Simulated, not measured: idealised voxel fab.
Title: Process Module voxel transistor to metal
Section cut is 180 nm wide and gridded with 5 nm square cells.
Just so we're on the same page, the cross-sections are grids of square cells, and they're listed out in bands top to bottom, each band one or more rows deep. A band entry consists of two parts. The first gives the height of the band's top and the height of its bottom, in nm. The rest lists the band's materials from left to right, each with its width in nm. A single material labelled with the word "throughout" fills the band from edge to edge, and the word "air" marks empty space. Heads up on the height convention: 0 is the point under which the incoming wafer is all one material, and the lowest band has no bottom, it just keeps going down, like "0 and below". With a width like "30->40", each row of cells in the band differs from the next by the same amount, the top row carrying the first number and the bottom row the second. "no change occurred" (step): cross-section cells unchanged, all of them. "Tabulated closed voids" lists enclosed empty spaces (at least 8 cells, no open path upward to the top), each as width x height at distance from the left edge, in nm. On each step's line, the part that comes after the settings is the simulator's own comment on the step. overlay nm: mask right of planned place by this much (step with mask). Neg. = left.
Process steps (planned):
step 1: op RECEIVE | material Si
step 2: op CONFORMAL_DEP | material SiO2 | thk nm 5
step 3: op CONFORMAL_DEP | material SiN | thk nm 10
step 4: op MASKED_ETCH | tone cover | mask id ACTIVE | width nm 110 | etch materials SiN | depth nm 10 | overlay nm 0
step 5: op MASKED_ETCH | tone cover | mask id ACTIVE | width nm 110 | etch materials SiO2 | depth nm 5 | overlay nm 0
step 6: op MASKED_ETCH | tone cover | mask id ACTIVE | width nm 110 | etch materials Si | depth nm 20 | overlay nm 0
step 7: op OXIDIZE | depth nm 5
step 8: op FILL_DEP | material SiO2 | thk nm 10
step 9: op CMP | height nm 15
step 10: op SELECTIVE_ETCH | etch materials SiO2 | depth nm 10
step 11: op STRIP | etch materials SiN
step 12: op SELECTIVE_ETCH | etch materials SiO2 | depth nm 5
step 13: op OXIDIZE | depth nm 5
step 14: op DIRECTIONAL_DEP | material polySi | thk nm 30
step 15: op DIRECTIONAL_DEP | material SiCN | thk nm 10
step 16: op MASKED_ETCH | tone cover | mask id GATE | width nm 20 | etch materials SiCN | depth nm 20 | overlay nm 0
step 17: op MASKED_ETCH | tone cover | mask id GATE | width nm 20 | etch materials polySi | depth nm 40 | overlay nm 0
step 18: op CONFORMAL_DEP | material SiN | thk nm 5
step 19: op DIRECTIONAL_ETCH | etch materials SiN | depth nm 5
step 20: op DIRECTIONAL_ETCH | etch materials SiO2 | depth nm 5
step 21: op DIRECTIONAL_ETCH | etch materials Si | depth nm 5
step 22: op EPI | material pSi | thk nm 5
step 23: op FILL_DEP | material SiO2 | thk nm 10
step 24: op CMP | height nm 40
step 25: op DIRECTIONAL_DEP | material SiO2 | thk nm 10
step 26: op MASKED_ETCH | tone open | mask id CONTACT | width nm 30 | pitch nm 60 | etch materials SiO2 | depth nm 55 | overlay nm 0
step 27: op CONFORMAL_DEP | material TiN | thk nm 5
step 28: op FILL_DEP | material Ru | thk nm 5
step 29: op CMP | height nm 50
step 30: op CONFORMAL_DEP | material SiCN | thk nm 5
step 31: op DIRECTIONAL_DEP | material SiO2 | thk nm 20
step 32: op PATTERN | tone open | mask id METAL_1 | material resist | width nm 15 | pitch nm 75 | thk nm 15 | overlay nm 0
step 33: op DIRECTIONAL_ETCH | etch materials SiO2 | depth nm 20
step 34: op DIRECTIONAL_ETCH | etch materials SiCN | depth nm 5
step 35: op STRIP | etch materials resist
step 36: op CONFORMAL_DEP | material TiN | thk nm 5
step 37: op FILL_DEP | material Cu | thk nm 5
step 38: op CMP | height nm 75
step 39: op CONFORMAL_DEP | material SiCN | thk nm 5
step 40: op DIRECTIONAL_DEP | material SiO2 | thk nm 35
step 41: op PATTERN | tone open | mask id METAL_2 | material resist | width nm 15 | pitch nm 75 | thk nm 15 | overlay nm 0
step 42: op DIRECTIONAL_ETCH | etch materials SiO2 | depth nm 20
step 43: op STRIP | etch materials resist
step 44: op DIRECTIONAL_DEP | material aC | thk nm 15
step 45: op PATTERN | tone open | mask id METAL_2_HOLES | material resist | width nm 15 | pitch nm 75 | thk nm 30 | overlay nm 0
step 46: op DIRECTIONAL_ETCH | etch materials aC | depth nm 15
step 47: op STRIP | etch materials resist
step 48: op DIRECTIONAL_ETCH | etch materials SiO2 | depth nm 15
step 49: op DIRECTIONAL_ETCH | etch materials SiCN | depth nm 5
step 50: op STRIP | etch materials aC
step 51: op CONFORMAL_DEP | material TiN | thk nm 5
step 52: op FILL_DEP | material Ru | thk nm 5
step 53: op CMP | height nm 115
step 54: op CONFORMAL_DEP | material SiN | thk nm 5
The first of a set of two wafers, run to plan:
Shown in cross-section is the wafer as received, that is, as it stands after step 1:
0 and below: Si throughout
Tabulated closed voids: none
Cross-section: wafer state after step 2:
5 down to 0: SiO2 throughout
below 0: unchanged
Cross-section: wafer state after step 3:
15 down to 5: SiN throughout
below 5: unchanged
Cross-section: wafer state after step 4:
15 down to 5: air 35 nm | SiN 110 nm | air 35 nm
below 5: unchanged
Cross-section: wafer state after step 5:
15 down to 5: air 35 nm | SiN 110 nm | air 35 nm
5 down to 0: air 35 nm | SiO2 110 nm | air 35 nm
below 0: unchanged
Cross-section: wafer state after step 6:
15 down to 5: air 35 nm | SiN 110 nm | air 35 nm
5 down to 0: air 35 nm | SiO2 110 nm | air 35 nm
0 down to -20: air 35 nm | Si 110 nm | air 35 nm
below -20: unchanged
Cross-section: wafer state after step 7:
15 down to 5: air 35 nm | SiN 110 nm | air 35 nm
5 down to 0: air 35 nm | SiO2 110 nm | air 35 nm
0 down to -20: air 35 nm | SiO2 5 nm | Si 100 nm | SiO2 5 nm | air 35 nm
-20 down to -25: SiO2 40 nm | Si 100 nm | SiO2 40 nm
below -25: unchanged
Cross-section: wafer state after step 8:
25 down to 15: SiO2 throughout
15 down to 5: SiO2 35 nm | SiN 110 nm | SiO2 35 nm
5 down to 0: SiO2 throughout
0 down to -25: SiO2 40 nm | Si 100 nm | SiO2 40 nm
below -25: unchanged
Cross-section: wafer state after step 9:
15 down to 5: SiO2 35 nm | SiN 110 nm | SiO2 35 nm
below 5: unchanged
Cross-section: wafer state after step 10:
15 down to 5: air 35 nm | SiN 110 nm | air 35 nm
below 5: unchanged
Cross-section: wafer state after step 11:
5 down to 0: SiO2 throughout
below 0: unchanged
Cross-section: wafer state after step 12:
0 down to -25: SiO2 40 nm | Si 100 nm | SiO2 40 nm
below -25: unchanged
Cross-section: wafer state after step 13:
0 down to -5: SiO2 throughout
below -5: unchanged
Cross-section: wafer state after step 14:
30 down to 0: polySi throughout
below 0: unchanged
Cross-section: wafer state after step 15:
40 down to 30: SiCN throughout
below 30: unchanged
Cross-section: wafer state after step 16:
40 down to 30: air 80 nm | SiCN 20 nm | air 80 nm
below 30: unchanged
Cross-section: wafer state after step 17:
40 down to 30: air 80 nm | SiCN 20 nm | air 80 nm
30 down to 0: air 80 nm | polySi 20 nm | air 80 nm
below 0: unchanged
Cross-section: wafer state after step 18:
45 down to 40: air 75 nm | SiN 30 nm | air 75 nm
40 down to 30: air 75 nm | SiN 5 nm | SiCN 20 nm | SiN 5 nm | air 75 nm
30 down to 5: air 75 nm | SiN 5 nm | polySi 20 nm | SiN 5 nm | air 75 nm
5 down to 0: SiN 80 nm | polySi 20 nm | SiN 80 nm
below 0: unchanged
Cross-section: wafer state after step 19:
40 down to 30: air 75 nm | SiN 5 nm | SiCN 20 nm | SiN 5 nm | air 75 nm
30 down to 0: air 75 nm | SiN 5 nm | polySi 20 nm | SiN 5 nm | air 75 nm
below 0: unchanged
Cross-section: wafer state after step 20:
40 down to 30: air 75 nm | SiN 5 nm | SiCN 20 nm | SiN 5 nm | air 75 nm
30 down to 0: air 75 nm | SiN 5 nm | polySi 20 nm | SiN 5 nm | air 75 nm
0 down to -5: air 75 nm | SiO2 30 nm | air 75 nm
below -5: unchanged
Cross-section: wafer state after step 21:
40 down to 30: air 75 nm | SiN 5 nm | SiCN 20 nm | SiN 5 nm | air 75 nm
30 down to 0: air 75 nm | SiN 5 nm | polySi 20 nm | SiN 5 nm | air 75 nm
0 down to -5: air 75 nm | SiO2 30 nm | air 75 nm
-5 down to -10: SiO2 40 nm | air 35 nm | Si 30 nm | air 35 nm | SiO2 40 nm
below -10: unchanged
Cross-section: wafer state after step 22:
40 down to 30: air 75 nm | SiN 5 nm | SiCN 20 nm | SiN 5 nm | air 75 nm
30 down to 0: air 75 nm | SiN 5 nm | polySi 20 nm | SiN 5 nm | air 75 nm
0 down to -5: air 70 nm | pSi 5 nm | SiO2 30 nm | pSi 5 nm | air 70 nm
-5 down to -10: SiO2 40 nm | pSi 35 nm | Si 30 nm | pSi 35 nm | SiO2 40 nm
below -10: unchanged
Cross-section: wafer state after step 23:
50 down to 40: SiO2 throughout
40 down to 30: SiO2 75 nm | SiN 5 nm | SiCN 20 nm | SiN 5 nm | SiO2 75 nm
30 down to 0: SiO2 75 nm | SiN 5 nm | polySi 20 nm | SiN 5 nm | SiO2 75 nm
0 down to -5: SiO2 70 nm | pSi 5 nm | SiO2 30 nm | pSi 5 nm | SiO2 70 nm
below -5: unchanged
Cross-section: wafer state after step 24:
40 down to 30: SiO2 75 nm | SiN 5 nm | SiCN 20 nm | SiN 5 nm | SiO2 75 nm
below 30: unchanged
Cross-section: wafer state after step 25:
50 down to 40: SiO2 throughout
below 40: unchanged
Cross-section: wafer state after step 26:
50 down to 40: SiO2 45 nm | air 30 nm | SiO2 30 nm | air 30 nm | SiO2 45 nm
40 down to 30: SiO2 45 nm | air 30 nm | SiN 5 nm | SiCN 20 nm | SiN 5 nm | air 30 nm | SiO2 45 nm
30 down to 0: SiO2 45 nm | air 30 nm | SiN 5 nm | polySi 20 nm | SiN 5 nm | air 30 nm | SiO2 45 nm
0 down to -5: SiO2 45 nm | air 25 nm | pSi 5 nm | SiO2 30 nm | pSi 5 nm | air 25 nm | SiO2 45 nm
below -5: unchanged
Cross-section: wafer state after step 27:
55 down to 50: TiN 50 nm | air 20 nm | TiN 40 nm | air 20 nm | TiN 50 nm
50 down to 40: SiO2 45 nm | TiN 5 nm | air 20 nm | TiN 5 nm | SiO2 30 nm | TiN 5 nm | air 20 nm | TiN 5 nm | SiO2 45 nm
40 down to 30: SiO2 45 nm | TiN 5 nm | air 20 nm | TiN 5 nm | SiN 5 nm | SiCN 20 nm | SiN 5 nm | TiN 5 nm | air 20 nm | TiN 5 nm | SiO2 45 nm
30 down to 5: SiO2 45 nm | TiN 5 nm | air 20 nm | TiN 5 nm | SiN 5 nm | polySi 20 nm | SiN 5 nm | TiN 5 nm | air 20 nm | TiN 5 nm | SiO2 45 nm
5 down to 0: SiO2 45 nm | TiN 5 nm | air 15 nm | TiN 10 nm | SiN 5 nm | polySi 20 nm | SiN 5 nm | TiN 10 nm | air 15 nm | TiN 5 nm | SiO2 45 nm
0 down to -5: SiO2 45 nm | TiN 25 nm | pSi 5 nm | SiO2 30 nm | pSi 5 nm | TiN 25 nm | SiO2 45 nm
below -5: unchanged
Cross-section: wafer state after step 28:
60 down to 55: Ru throughout
55 down to 50: TiN 50 nm | Ru 20 nm | TiN 40 nm | Ru 20 nm | TiN 50 nm
50 down to 40: SiO2 45 nm | TiN 5 nm | Ru 20 nm | TiN 5 nm | SiO2 30 nm | TiN 5 nm | Ru 20 nm | TiN 5 nm | SiO2 45 nm
40 down to 30: SiO2 45 nm | TiN 5 nm | Ru 20 nm | TiN 5 nm | SiN 5 nm | SiCN 20 nm | SiN 5 nm | TiN 5 nm | Ru 20 nm | TiN 5 nm | SiO2 45 nm
30 down to 5: SiO2 45 nm | TiN 5 nm | Ru 20 nm | TiN 5 nm | SiN 5 nm | polySi 20 nm | SiN 5 nm | TiN 5 nm | Ru 20 nm | TiN 5 nm | SiO2 45 nm
5 down to 0: SiO2 45 nm | TiN 5 nm | Ru 15 nm | TiN 10 nm | SiN 5 nm | polySi 20 nm | SiN 5 nm | TiN 10 nm | Ru 15 nm | TiN 5 nm | SiO2 45 nm
below 0: unchanged
Cross-section: wafer state after step 29:
50 down to 40: SiO2 45 nm | TiN 5 nm | Ru 20 nm | TiN 5 nm | SiO2 30 nm | TiN 5 nm | Ru 20 nm | TiN 5 nm | SiO2 45 nm
below 40: unchanged
Cross-section: wafer state after step 30:
55 down to 50: SiCN throughout
below 50: unchanged
Cross-section: wafer state after step 31:
75 down to 55: SiO2 throughout
below 55: unchanged
Cross-section: wafer state after step 32:
90 down to 75: resist 45 nm | air 15 nm | resist 60 nm | air 15 nm | resist 45 nm
below 75: unchanged
Cross-section: wafer state after step 33:
90 down to 75: resist 45 nm | air 15 nm | resist 60 nm | air 15 nm | resist 45 nm
75 down to 55: SiO2 45 nm | air 15 nm | SiO2 60 nm | air 15 nm | SiO2 45 nm
below 55: unchanged
Cross-section: wafer state after step 34:
90 down to 75: resist 45 nm | air 15 nm | resist 60 nm | air 15 nm | resist 45 nm
75 down to 55: SiO2 45 nm | air 15 nm | SiO2 60 nm | air 15 nm | SiO2 45 nm
55 down to 50: SiCN 45 nm | air 15 nm | SiCN 60 nm | air 15 nm | SiCN 45 nm
below 50: unchanged
Cross-section: wafer state after step 35:
75 down to 55: SiO2 45 nm | air 15 nm | SiO2 60 nm | air 15 nm | SiO2 45 nm
below 55: unchanged
Cross-section: wafer state after step 36:
80 down to 75: TiN 50 nm | air 5 nm | TiN 70 nm | air 5 nm | TiN 50 nm
75 down to 55: SiO2 45 nm | TiN 5 nm | air 5 nm | TiN 5 nm | SiO2 60 nm | TiN 5 nm | air 5 nm | TiN 5 nm | SiO2 45 nm
55 down to 50: SiCN 45 nm | TiN 15 nm | SiCN 60 nm | TiN 15 nm | SiCN 45 nm
below 50: unchanged
Cross-section: wafer state after step 37:
85 down to 80: Cu throughout
80 down to 75: TiN 50 nm | Cu 5 nm | TiN 70 nm | Cu 5 nm | TiN 50 nm
75 down to 55: SiO2 45 nm | TiN 5 nm | Cu 5 nm | TiN 5 nm | SiO2 60 nm | TiN 5 nm | Cu 5 nm | TiN 5 nm | SiO2 45 nm
below 55: unchanged
Cross-section: wafer state after step 38:
75 down to 55: SiO2 45 nm | TiN 5 nm | Cu 5 nm | TiN 5 nm | SiO2 60 nm | TiN 5 nm | Cu 5 nm | TiN 5 nm | SiO2 45 nm
below 55: unchanged
Cross-section: wafer state after step 39:
80 down to 75: SiCN throughout
below 75: unchanged
Cross-section: wafer state after step 40:
115 down to 80: SiO2 throughout
below 80: unchanged
Cross-section: wafer state after step 41:
130 down to 115: resist 45 nm | air 15 nm | resist 60 nm | air 15 nm | resist 45 nm
below 115: unchanged
Cross-section: wafer state after step 42:
130 down to 115: resist 45 nm | air 15 nm | resist 60 nm | air 15 nm | resist 45 nm
115 down to 95: SiO2 45 nm | air 15 nm | SiO2 60 nm | air 15 nm | SiO2 45 nm
below 95: unchanged
Cross-section: wafer state after step 43:
115 down to 95: SiO2 45 nm | air 15 nm | SiO2 60 nm | air 15 nm | SiO2 45 nm
below 95: unchanged
Cross-section: wafer state after step 44:
130 down to 115: aC 45 nm | air 15 nm | aC 60 nm | air 15 nm | aC 45 nm
115 down to 110: SiO2 45 nm | air 15 nm | SiO2 60 nm | air 15 nm | SiO2 45 nm
110 down to 95: SiO2 45 nm | aC 15 nm | SiO2 60 nm | aC 15 nm | SiO2 45 nm
below 95: unchanged
Cross-section: wafer state after step 45:
160 down to 130: resist 45 nm | air 15 nm | resist 60 nm | air 15 nm | resist 45 nm
below 130: unchanged
Cross-section: wafer state after step 46:
145 down to 130: resist 45 nm | air 15 nm | resist 60 nm | air 15 nm | resist 45 nm
130 down to 115: aC 45 nm | air 15 nm | aC 60 nm | air 15 nm | aC 45 nm
115 down to 95: SiO2 45 nm | air 15 nm | SiO2 60 nm | air 15 nm | SiO2 45 nm
below 95: unchanged
Cross-section: wafer state after step 47:
130 down to 115: aC 45 nm | air 15 nm | aC 60 nm | air 15 nm | aC 45 nm
below 115: unchanged
Cross-section: wafer state after step 48:
130 down to 115: aC 45 nm | air 15 nm | aC 60 nm | air 15 nm | aC 45 nm
115 down to 80: SiO2 45 nm | air 15 nm | SiO2 60 nm | air 15 nm | SiO2 45 nm
below 80: unchanged
Cross-section: wafer state after step 49:
130 down to 115: aC 45 nm | air 15 nm | aC 60 nm | air 15 nm | aC 45 nm
115 down to 80: SiO2 45 nm | air 15 nm | SiO2 60 nm | air 15 nm | SiO2 45 nm
80 down to 75: SiCN 45 nm | air 15 nm | SiCN 60 nm | air 15 nm | SiCN 45 nm
below 75: unchanged
Cross-section: wafer state after step 50:
115 down to 80: SiO2 45 nm | air 15 nm | SiO2 60 nm | air 15 nm | SiO2 45 nm
below 80: unchanged
Cross-section: wafer state after step 51:
120 down to 115: TiN 50 nm | air 5 nm | TiN 70 nm | air 5 nm | TiN 50 nm
115 down to 80: SiO2 45 nm | TiN 5 nm | air 5 nm | TiN 5 nm | SiO2 60 nm | TiN 5 nm | air 5 nm | TiN 5 nm | SiO2 45 nm
80 down to 75: SiCN 45 nm | TiN 15 nm | SiCN 60 nm | TiN 15 nm | SiCN 45 nm
below 75: unchanged
Cross-section: wafer state after step 52:
125 down to 120: Ru throughout
120 down to 115: TiN 50 nm | Ru 5 nm | TiN 70 nm | Ru 5 nm | TiN 50 nm
115 down to 80: SiO2 45 nm | TiN 5 nm | Ru 5 nm | TiN 5 nm | SiO2 60 nm | TiN 5 nm | Ru 5 nm | TiN 5 nm | SiO2 45 nm
below 80: unchanged
Cross-section: wafer state after step 53:
115 down to 80: SiO2 45 nm | TiN 5 nm | Ru 5 nm | TiN 5 nm | SiO2 60 nm | TiN 5 nm | Ru 5 nm | TiN 5 nm | SiO2 45 nm
below 80: unchanged
Cross-section: wafer state after step 54:
120 down to 115: SiN throughout
below 115: unchanged
The Second Wafer: Common Origin and Plan, One Mistake in Execution, Identical to the First Through Step 13:
Cross-section of the second wafer corresponding to the planned conclusion of step 14:
30 down to 0: SiCN throughout
below 0: unchanged
Cross-section of the second wafer corresponding to the planned conclusion of step 15:
40 down to 0: SiCN throughout
below 0: unchanged
Cross-section of the second wafer corresponding to the planned conclusion of step 16:
40 down to 20: air 80 nm | SiCN 20 nm | air 80 nm
below 20: unchanged
Cross-section of the second wafer corresponding to the planned conclusion of step 17: no change occurred
Cross-section of the second wafer corresponding to the planned conclusion of step 18:
45 down to 40: air 75 nm | SiN 30 nm | air 75 nm
40 down to 25: air 75 nm | SiN 5 nm | SiCN 20 nm | SiN 5 nm | air 75 nm
25 down to 20: SiN 80 nm | SiCN 20 nm | SiN 80 nm
below 20: unchanged
Cross-section of the second wafer corresponding to the planned conclusion of step 19:
40 down to 20: air 75 nm | SiN 5 nm | SiCN 20 nm | SiN 5 nm | air 75 nm
below 20: unchanged
Cross-section of the second wafer corresponding to the planned conclusion of step 20: no change occurred
Cross-section of the second wafer corresponding to the planned conclusion of step 21: no change occurred
Cross-section of the second wafer corresponding to the planned conclusion of step 22: no change occurred
Cross-section of the second wafer corresponding to the planned conclusion of step 23:
50 down to 40: SiO2 throughout
40 down to 20: SiO2 75 nm | SiN 5 nm | SiCN 20 nm | SiN 5 nm | SiO2 75 nm
below 20: unchanged
Cross-section of the second wafer corresponding to the planned conclusion of step 24:
40 down to 20: SiO2 75 nm | SiN 5 nm | SiCN 20 nm | SiN 5 nm | SiO2 75 nm
below 20: unchanged
Cross-section of the second wafer corresponding to the planned conclusion of step 25:
50 down to 40: SiO2 throughout
below 40: unchanged
Cross-section of the second wafer corresponding to the planned conclusion of step 26:
50 down to 40: SiO2 45 nm | air 30 nm | SiO2 30 nm | air 30 nm | SiO2 45 nm
40 down to 20: SiO2 45 nm | air 30 nm | SiN 5 nm | SiCN 20 nm | SiN 5 nm | air 30 nm | SiO2 45 nm
below 20: unchanged
Cross-section of the second wafer corresponding to the planned conclusion of step 27:
55 down to 50: TiN 50 nm | air 20 nm | TiN 40 nm | air 20 nm | TiN 50 nm
50 down to 40: SiO2 45 nm | TiN 5 nm | air 20 nm | TiN 5 nm | SiO2 30 nm | TiN 5 nm | air 20 nm | TiN 5 nm | SiO2 45 nm
40 down to 25: SiO2 45 nm | TiN 5 nm | air 20 nm | TiN 5 nm | SiN 5 nm | SiCN 20 nm | SiN 5 nm | TiN 5 nm | air 20 nm | TiN 5 nm | SiO2 45 nm
25 down to 20: SiO2 45 nm | TiN 30 nm | SiN 5 nm | SiCN 20 nm | SiN 5 nm | TiN 30 nm | SiO2 45 nm
below 20: unchanged
Cross-section of the second wafer corresponding to the planned conclusion of step 28:
60 down to 55: Ru throughout
55 down to 50: TiN 50 nm | Ru 20 nm | TiN 40 nm | Ru 20 nm | TiN 50 nm
50 down to 40: SiO2 45 nm | TiN 5 nm | Ru 20 nm | TiN 5 nm | SiO2 30 nm | TiN 5 nm | Ru 20 nm | TiN 5 nm | SiO2 45 nm
40 down to 25: SiO2 45 nm | TiN 5 nm | Ru 20 nm | TiN 5 nm | SiN 5 nm | SiCN 20 nm | SiN 5 nm | TiN 5 nm | Ru 20 nm | TiN 5 nm | SiO2 45 nm
below 25: unchanged
Cross-section of the second wafer corresponding to the planned conclusion of step 29:
50 down to 40: SiO2 45 nm | TiN 5 nm | Ru 20 nm | TiN 5 nm | SiO2 30 nm | TiN 5 nm | Ru 20 nm | TiN 5 nm | SiO2 45 nm
below 40: unchanged
Cross-section of the second wafer corresponding to the planned conclusion of step 30:
55 down to 50: SiCN throughout
below 50: unchanged
Cross-section of the second wafer corresponding to the planned conclusion of step 31:
75 down to 55: SiO2 throughout
below 55: unchanged
Cross-section of the second wafer corresponding to the planned conclusion of step 32:
90 down to 75: resist 45 nm | air 15 nm | resist 60 nm | air 15 nm | resist 45 nm
below 75: unchanged
Cross-section of the second wafer corresponding to the planned conclusion of step 33:
90 down to 75: resist 45 nm | air 15 nm | resist 60 nm | air 15 nm | resist 45 nm
75 down to 55: SiO2 45 nm | air 15 nm | SiO2 60 nm | air 15 nm | SiO2 45 nm
below 55: unchanged
Cross-section of the second wafer corresponding to the planned conclusion of step 34:
90 down to 75: resist 45 nm | air 15 nm | resist 60 nm | air 15 nm | resist 45 nm
75 down to 55: SiO2 45 nm | air 15 nm | SiO2 60 nm | air 15 nm | SiO2 45 nm
55 down to 50: SiCN 45 nm | air 15 nm | SiCN 60 nm | air 15 nm | SiCN 45 nm
below 50: unchanged
Cross-section of the second wafer corresponding to the planned conclusion of step 35:
75 down to 55: SiO2 45 nm | air 15 nm | SiO2 60 nm | air 15 nm | SiO2 45 nm
below 55: unchanged
Cross-section of the second wafer corresponding to the planned conclusion of step 36:
80 down to 75: TiN 50 nm | air 5 nm | TiN 70 nm | air 5 nm | TiN 50 nm
75 down to 55: SiO2 45 nm | TiN 5 nm | air 5 nm | TiN 5 nm | SiO2 60 nm | TiN 5 nm | air 5 nm | TiN 5 nm | SiO2 45 nm
55 down to 50: SiCN 45 nm | TiN 15 nm | SiCN 60 nm | TiN 15 nm | SiCN 45 nm
below 50: unchanged
Cross-section of the second wafer corresponding to the planned conclusion of step 37:
85 down to 80: Cu throughout
80 down to 75: TiN 50 nm | Cu 5 nm | TiN 70 nm | Cu 5 nm | TiN 50 nm
75 down to 55: SiO2 45 nm | TiN 5 nm | Cu 5 nm | TiN 5 nm | SiO2 60 nm | TiN 5 nm | Cu 5 nm | TiN 5 nm | SiO2 45 nm
below 55: unchanged
Cross-section of the second wafer corresponding to the planned conclusion of step 38:
75 down to 55: SiO2 45 nm | TiN 5 nm | Cu 5 nm | TiN 5 nm | SiO2 60 nm | TiN 5 nm | Cu 5 nm | TiN 5 nm | SiO2 45 nm
below 55: unchanged
Cross-section of the second wafer corresponding to the planned conclusion of step 39:
80 down to 75: SiCN throughout
below 75: unchanged
Cross-section of the second wafer corresponding to the planned conclusion of step 40:
115 down to 80: SiO2 throughout
below 80: unchanged
Cross-section of the second wafer corresponding to the planned conclusion of step 41:
130 down to 115: resist 45 nm | air 15 nm | resist 60 nm | air 15 nm | resist 45 nm
below 115: unchanged
Cross-section of the second wafer corresponding to the planned conclusion of step 42:
130 down to 115: resist 45 nm | air 15 nm | resist 60 nm | air 15 nm | resist 45 nm
115 down to 95: SiO2 45 nm | air 15 nm | SiO2 60 nm | air 15 nm | SiO2 45 nm
below 95: unchanged
Cross-section of the second wafer corresponding to the planned conclusion of step 43:
115 down to 95: SiO2 45 nm | air 15 nm | SiO2 60 nm | air 15 nm | SiO2 45 nm
below 95: unchanged
Cross-section of the second wafer corresponding to the planned conclusion of step 44:
130 down to 115: aC 45 nm | air 15 nm | aC 60 nm | air 15 nm | aC 45 nm
115 down to 110: SiO2 45 nm | air 15 nm | SiO2 60 nm | air 15 nm | SiO2 45 nm
110 down to 95: SiO2 45 nm | aC 15 nm | SiO2 60 nm | aC 15 nm | SiO2 45 nm
below 95: unchanged
Cross-section of the second wafer corresponding to the planned conclusion of step 45:
160 down to 130: resist 45 nm | air 15 nm | resist 60 nm | air 15 nm | resist 45 nm
below 130: unchanged
Cross-section of the second wafer corresponding to the planned conclusion of step 46:
145 down to 130: resist 45 nm | air 15 nm | resist 60 nm | air 15 nm | resist 45 nm
130 down to 115: aC 45 nm | air 15 nm | aC 60 nm | air 15 nm | aC 45 nm
115 down to 95: SiO2 45 nm | air 15 nm | SiO2 60 nm | air 15 nm | SiO2 45 nm
below 95: unchanged
Cross-section of the second wafer corresponding to the planned conclusion of step 47:
130 down to 115: aC 45 nm | air 15 nm | aC 60 nm | air 15 nm | aC 45 nm
below 115: unchanged
Cross-section of the second wafer corresponding to the planned conclusion of step 48:
130 down to 115: aC 45 nm | air 15 nm | aC 60 nm | air 15 nm | aC 45 nm
115 down to 80: SiO2 45 nm | air 15 nm | SiO2 60 nm | air 15 nm | SiO2 45 nm
below 80: unchanged
Cross-section of the second wafer corresponding to the planned conclusion of step 49:
130 down to 115: aC 45 nm | air 15 nm | aC 60 nm | air 15 nm | aC 45 nm
115 down to 80: SiO2 45 nm | air 15 nm | SiO2 60 nm | air 15 nm | SiO2 45 nm
80 down to 75: SiCN 45 nm | air 15 nm | SiCN 60 nm | air 15 nm | SiCN 45 nm
below 75: unchanged
Cross-section of the second wafer corresponding to the planned conclusion of step 50:
115 down to 80: SiO2 45 nm | air 15 nm | SiO2 60 nm | air 15 nm | SiO2 45 nm
below 80: unchanged
Cross-section of the second wafer corresponding to the planned conclusion of step 51:
120 down to 115: TiN 50 nm | air 5 nm | TiN 70 nm | air 5 nm | TiN 50 nm
115 down to 80: SiO2 45 nm | TiN 5 nm | air 5 nm | TiN 5 nm | SiO2 60 nm | TiN 5 nm | air 5 nm | TiN 5 nm | SiO2 45 nm
80 down to 75: SiCN 45 nm | TiN 15 nm | SiCN 60 nm | TiN 15 nm | SiCN 45 nm
below 75: unchanged
Cross-section of the second wafer corresponding to the planned conclusion of step 52:
125 down to 120: Ru throughout
120 down to 115: TiN 50 nm | Ru 5 nm | TiN 70 nm | Ru 5 nm | TiN 50 nm
115 down to 80: SiO2 45 nm | TiN 5 nm | Ru 5 nm | TiN 5 nm | SiO2 60 nm | TiN 5 nm | Ru 5 nm | TiN 5 nm | SiO2 45 nm
below 80: unchanged
Cross-section of the second wafer corresponding to the planned conclusion of step 53:
115 down to 80: SiO2 45 nm | TiN 5 nm | Ru 5 nm | TiN 5 nm | SiO2 60 nm | TiN 5 nm | Ru 5 nm | TiN 5 nm | SiO2 45 nm
below 80: unchanged
Cross-section of the second wafer corresponding to the planned conclusion of step 54:
120 down to 115: SiN throughout
below 115: unchanged
Misprocessing identified: step 14, actual vs plan mismatch, actual run op DIRECTIONAL_DEP | material SiCN | thk nm 30
Once processing is complete, comparing cell counts shows that the second wafer has more or fewer of certain materials than the first: Ru -38, Si +14, SiCN +152, SiN -8, SiO2 -60, TiN -20, pSi -16, polySi -24
